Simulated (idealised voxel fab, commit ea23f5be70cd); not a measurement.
process module | voxel gate over fins
cross-section cut | 155 nm wide | cells 5 nm
A cross-section is a grid of square cells, given in bands from the top down. A band is one or more rows of cells.
Each band's line starts with the height of the band's top and of its bottom, in nm. Then come its materials from left to right, each with its width in nm. One material with "throughout" fills the band from edge to edge. "air" is empty space.
Height 0 is the level under which the wafer as received is all one material. The lowest band goes on downwards, as in "0 down".
A width such as "30 to 40" changes by the same amount from each row of cells to the next, from the band's top row to its bottom row.
"no change" after a step means that no cell of the cross-section changed.
closed voids: empty space of 8 cells or more with no open way to the top, each as width x height at its distance from the left edge, in nm
after a step's settings: what the simulator itself notes on the step
overlay nm, on a step with a mask: how far to the right of its planned place the mask lay; to the left if negative
plan
1 op RECEIVE | material Si
2 op CONFORMAL_DEP | material SiN | thk nm 10
3 op PATTERN | tone cover | mask id FINS | material resist | width nm 15 | pitch nm 55 | thk nm 15 | overlay nm 0
4 op DIRECTIONAL_ETCH | etch materials SiN | depth nm 10
5 op DIRECTIONAL_ETCH | etch materials Si | depth nm 30
6 op STRIP | etch materials resist
7 op FILL_DEP | material SiO2 | thk nm 15
8 op CMP | height nm 10
9 op DIRECTIONAL_DEP | material aC | thk nm 15
10 op PATTERN | tone open | mask id RAIL | material resist | width nm 15 | thk nm 30 | overlay nm 0
11 op DIRECTIONAL_ETCH | etch materials aC | depth nm 15
12 op STRIP | etch materials resist
13 op DIRECTIONAL_ETCH | etch materials SiO2 | depth nm 35
14 op STRIP | etch materials aC
15 op CONFORMAL_DEP | material TiN | thk nm 5
16 op FILL_DEP | material Ru | thk nm 5
17 op CMP | height nm 10
18 op SELECTIVE_ETCH | etch materials W Ru TiN | depth nm 30
19 op FILL_DEP | material SiO2 | thk nm 5
20 op CMP | height nm 10
21 op SELECTIVE_ETCH | etch materials SiO2 | depth nm 20
22 op STRIP | etch materials SiN
23 op CONFORMAL_DEP | material HfO2 | thk nm 5
24 op CONFORMAL_DEP | material TiN | thk nm 5
25 op FILL_DEP | material W | thk nm 15
26 op CMP | height nm 20
27 op CONFORMAL_DEP | material SiN | thk nm 10
first wafer, as planned
as received, after step 1
  0 down: Si throughout
  closed voids: none
after step 2
  10 to 0: SiN throughout
  below 0: unchanged
after step 3
  25 to 10: air 15 | resist 15 | air 40 | resist 15 | air 40 | resist 15 | air 15
  below 10: unchanged
after step 4
  25 to 10: air 15 | resist 15 | air 40 | resist 15 | air 40 | resist 15 | air 15
  10 to 0: air 15 | SiN 15 | air 40 | SiN 15 | air 40 | SiN 15 | air 15
  below 0: unchanged
after step 5
  25 to 10: air 15 | resist 15 | air 40 | resist 15 | air 40 | resist 15 | air 15
  10 to 0: air 15 | SiN 15 | air 40 | SiN 15 | air 40 | SiN 15 | air 15
  0 to -30: air 15 | Si 15 | air 40 | Si 15 | air 40 | Si 15 | air 15
  below -30: unchanged
after step 6
  10 to 0: air 15 | SiN 15 | air 40 | SiN 15 | air 40 | SiN 15 | air 15
  below 0: unchanged
after step 7
  25 to 10: SiO2 throughout
  10 to 0: SiO2 15 | SiN 15 | SiO2 40 | SiN 15 | SiO2 40 | SiN 15 | SiO2 15
  0 to -30: SiO2 15 | Si 15 | SiO2 40 | Si 15 | SiO2 40 | Si 15 | SiO2 15
  below -30: unchanged
after step 8
  10 to 0: SiO2 15 | SiN 15 | SiO2 40 | SiN 15 | SiO2 40 | SiN 15 | SiO2 15
  below 0: unchanged
after step 9
  25 to 10: aC throughout
  below 10: unchanged
after step 10
  55 to 25: resist 40 | air 15 | resist 100
  below 25: unchanged
after step 11
  40 to 25: resist 40 | air 15 | resist 100
  25 to 10: aC 40 | air 15 | aC 100
  below 10: unchanged
after step 12
  25 to 10: aC 40 | air 15 | aC 100
  below 10: unchanged
after step 13
  25 to 10: aC 40 | air 15 | aC 100
  10 to 0: SiO2 15 | SiN 15 | SiO2 10 | air 15 | SiO2 15 | SiN 15 | SiO2 40 | SiN 15 | SiO2 15
  0 to -25: SiO2 15 | Si 15 | SiO2 10 | air 15 | SiO2 15 | Si 15 | SiO2 40 | Si 15 | SiO2 15
  below -25: unchanged
after step 14
  10 to 0: SiO2 15 | SiN 15 | SiO2 10 | air 15 | SiO2 15 | SiN 15 | SiO2 40 | SiN 15 | SiO2 15
  below 0: unchanged
after step 15
  15 to 10: TiN 45 | air 5 | TiN 105
  10 to 0: SiO2 15 | SiN 15 | SiO2 10 | TiN 5 | air 5 | TiN 5 | SiO2 15 | SiN 15 | SiO2 40 | SiN 15 | SiO2 15
  0 to -20: SiO2 15 | Si 15 | SiO2 10 | TiN 5 | air 5 | TiN 5 | SiO2 15 | Si 15 | SiO2 40 | Si 15 | SiO2 15
  -20 to -25: SiO2 15 | Si 15 | SiO2 10 | TiN 15 | SiO2 15 | Si 15 | SiO2 40 | Si 15 | SiO2 15
  below -25: unchanged
after step 16
  20 to 15: Ru throughout
  15 to 10: TiN 45 | Ru 5 | TiN 105
  10 to 0: SiO2 15 | SiN 15 | SiO2 10 | TiN 5 | Ru 5 | TiN 5 | SiO2 15 | SiN 15 | SiO2 40 | SiN 15 | SiO2 15
  0 to -20: SiO2 15 | Si 15 | SiO2 10 | TiN 5 | Ru 5 | TiN 5 | SiO2 15 | Si 15 | SiO2 40 | Si 15 | SiO2 15
  below -20: unchanged
after step 17
  10 to 0: SiO2 15 | SiN 15 | SiO2 10 | TiN 5 | Ru 5 | TiN 5 | SiO2 15 | SiN 15 | SiO2 40 | SiN 15 | SiO2 15
  below 0: unchanged
after step 18
  10 to 0: SiO2 15 | SiN 15 | SiO2 10 | air 15 | SiO2 15 | SiN 15 | SiO2 40 | SiN 15 | SiO2 15
  0 to -20: SiO2 15 | Si 15 | SiO2 10 | air 15 | SiO2 15 | Si 15 | SiO2 40 | Si 15 | SiO2 15
  below -20: unchanged
after step 19
  15 to 10: SiO2 throughout
  10 to 0: SiO2 15 | SiN 15 | SiO2 40 | SiN 15 | SiO2 40 | SiN 15 | SiO2 15
  0 to -20: SiO2 15 | Si 15 | SiO2 40 | Si 15 | SiO2 40 | Si 15 | SiO2 15
  below -20: unchanged
after step 20
  10 to 0: SiO2 15 | SiN 15 | SiO2 40 | SiN 15 | SiO2 40 | SiN 15 | SiO2 15
  below 0: unchanged
after step 21
  10 to 0: air 15 | SiN 15 | air 40 | SiN 15 | air 40 | SiN 15 | air 15
  0 to -10: air 15 | Si 15 | air 40 | Si 15 | air 40 | Si 15 | air 15
  below -10: unchanged
after step 22
  0 to -10: air 15 | Si 15 | air 40 | Si 15 | air 40 | Si 15 | air 15
  below -10: unchanged
after step 23
  5 to 0: air 10 | HfO2 25 | air 30 | HfO2 25 | air 30 | HfO2 25 | air 10
  0 to -5: air 10 | HfO2 5 | Si 15 | HfO2 5 | air 30 | HfO2 5 | Si 15 | HfO2 5 | air 30 | HfO2 5 | Si 15 | HfO2 5 | air 10
  -5 to -10: HfO2 15 | Si 15 | HfO2 40 | Si 15 | HfO2 40 | Si 15 | HfO2 15
  below -10: unchanged
after step 24
  10 to 5: air 5 | TiN 35 | air 20 | TiN 35 | air 20 | TiN 35 | air 5
  5 to 0: air 5 | TiN 5 | HfO2 25 | TiN 5 | air 20 | TiN 5 | HfO2 25 | TiN 5 | air 20 | TiN 5 | HfO2 25 | TiN 5 | air 5
  0 to -5: TiN 10 | HfO2 5 | Si 15 | HfO2 5 | TiN 30 | HfO2 5 | Si 15 | HfO2 5 | TiN 30 | HfO2 5 | Si 15 | HfO2 5 | TiN 10
  below -5: unchanged
after step 25
  25 to 10: W throughout
  10 to 5: W 5 | TiN 35 | W 20 | TiN 35 | W 20 | TiN 35 | W 5
  5 to 0: W 5 | TiN 5 | HfO2 25 | TiN 5 | W 20 | TiN 5 | HfO2 25 | TiN 5 | W 20 | TiN 5 | HfO2 25 | TiN 5 | W 5
  below 0: unchanged
after step 26
  20 to 10: W throughout
  below 10: unchanged
after step 27
  30 to 20: SiN throughout
  below 20: unchanged
second wafer: like start, like plan, one mistake. Through step 2 it matches the first wafer
when step 3 should have ended
  25 to 10: resist 15 | air 15 | resist 40 | air 15 | resist 40 | air 15 | resist 15
  below 10: unchanged
when step 4 should have ended
  25 to 10: resist 15 | air 15 | resist 40 | air 15 | resist 40 | air 15 | resist 15
  10 to 0: SiN 15 | air 15 | SiN 40 | air 15 | SiN 40 | air 15 | SiN 15
  below 0: unchanged
when step 5 should have ended
  25 to 10: resist 15 | air 15 | resist 40 | air 15 | resist 40 | air 15 | resist 15
  10 to 0: SiN 15 | air 15 | SiN 40 | air 15 | SiN 40 | air 15 | SiN 15
  0 to -30: Si 15 | air 15 | Si 40 | air 15 | Si 40 | air 15 | Si 15
  below -30: unchanged
when step 6 should have ended
  10 to 0: SiN 15 | air 15 | SiN 40 | air 15 | SiN 40 | air 15 | SiN 15
  below 0: unchanged
when step 7 should have ended
  25 to 10: SiO2 throughout
  10 to 0: SiN 15 | SiO2 15 | SiN 40 | SiO2 15 | SiN 40 | SiO2 15 | SiN 15
  0 to -30: Si 15 | SiO2 15 | Si 40 | SiO2 15 | Si 40 | SiO2 15 | Si 15
  below -30: unchanged
when step 8 should have ended
  10 to 0: SiN 15 | SiO2 15 | SiN 40 | SiO2 15 | SiN 40 | SiO2 15 | SiN 15
  below 0: unchanged
when step 9 should have ended
  25 to 10: aC throughout
  below 10: unchanged
when step 10 should have ended
  55 to 25: resist 40 | air 15 | resist 100
  below 25: unchanged
when step 11 should have ended
  40 to 25: resist 40 | air 15 | resist 100
  25 to 10: aC 40 | air 15 | aC 100
  below 10: unchanged
when step 12 should have ended
  25 to 10: aC 40 | air 15 | aC 100
  below 10: unchanged
when step 13 should have ended: no change
when step 14 should have ended
  10 to 0: SiN 15 | SiO2 15 | SiN 40 | SiO2 15 | SiN 40 | SiO2 15 | SiN 15
  below 0: unchanged
when step 15 should have ended
  15 to 10: TiN throughout
  below 10: unchanged
when step 16 should have ended
  20 to 15: Ru throughout
  below 15: unchanged
when step 17 should have ended
  10 to 0: SiN 15 | SiO2 15 | SiN 40 | SiO2 15 | SiN 40 | SiO2 15 | SiN 15
  below 0: unchanged
when step 18 should have ended: no change
when step 19 should have ended
  15 to 10: SiO2 throughout
  below 10: unchanged
when step 20 should have ended
  10 to 0: SiN 15 | SiO2 15 | SiN 40 | SiO2 15 | SiN 40 | SiO2 15 | SiN 15
  below 0: unchanged
when step 21 should have ended
  10 to 0: SiN 15 | air 15 | SiN 40 | air 15 | SiN 40 | air 15 | SiN 15
  0 to -10: Si 15 | air 15 | Si 40 | air 15 | Si 40 | air 15 | Si 15
  below -10: unchanged
when step 22 should have ended
  0 to -10: Si 15 | air 15 | Si 40 | air 15 | Si 40 | air 15 | Si 15
  below -10: unchanged
when step 23 should have ended
  5 to 0: HfO2 20 | air 5 | HfO2 50 | air 5 | HfO2 50 | air 5 | HfO2 20
  0 to -5: Si 15 | HfO2 5 | air 5 | HfO2 5 | Si 40 | HfO2 5 | air 5 | HfO2 5 | Si 40 | HfO2 5 | air 5 | HfO2 5 | Si 15
  -5 to -10: Si 15 | HfO2 15 | Si 40 | HfO2 15 | Si 40 | HfO2 15 | Si 15
  below -10: unchanged
when step 24 should have ended
  10 to 5: TiN throughout
  5 to 0: HfO2 20 | TiN 5 | HfO2 50 | TiN 5 | HfO2 50 | TiN 5 | HfO2 20
  0 to -5: Si 15 | HfO2 5 | TiN 5 | HfO2 5 | Si 40 | HfO2 5 | TiN 5 | HfO2 5 | Si 40 | HfO2 5 | TiN 5 | HfO2 5 | Si 15
  below -5: unchanged
when step 25 should have ended
  25 to 10: W throughout
  below 10: unchanged
when step 26 should have ended
  20 to 10: W throughout
  below 10: unchanged
when step 27 should have ended
  30 to 20: SiN throughout
  below 20: unchanged
what went wrong: step 3 ran as: op PATTERN | tone open | mask id FINS | material resist | width nm 15 | pitch nm 55 | thk nm 15 | overlay nm 0
at the end the second wafer has, in cells: 78 more of Si | 49 fewer of SiO2 | 9 fewer of TiN | 20 fewer of W
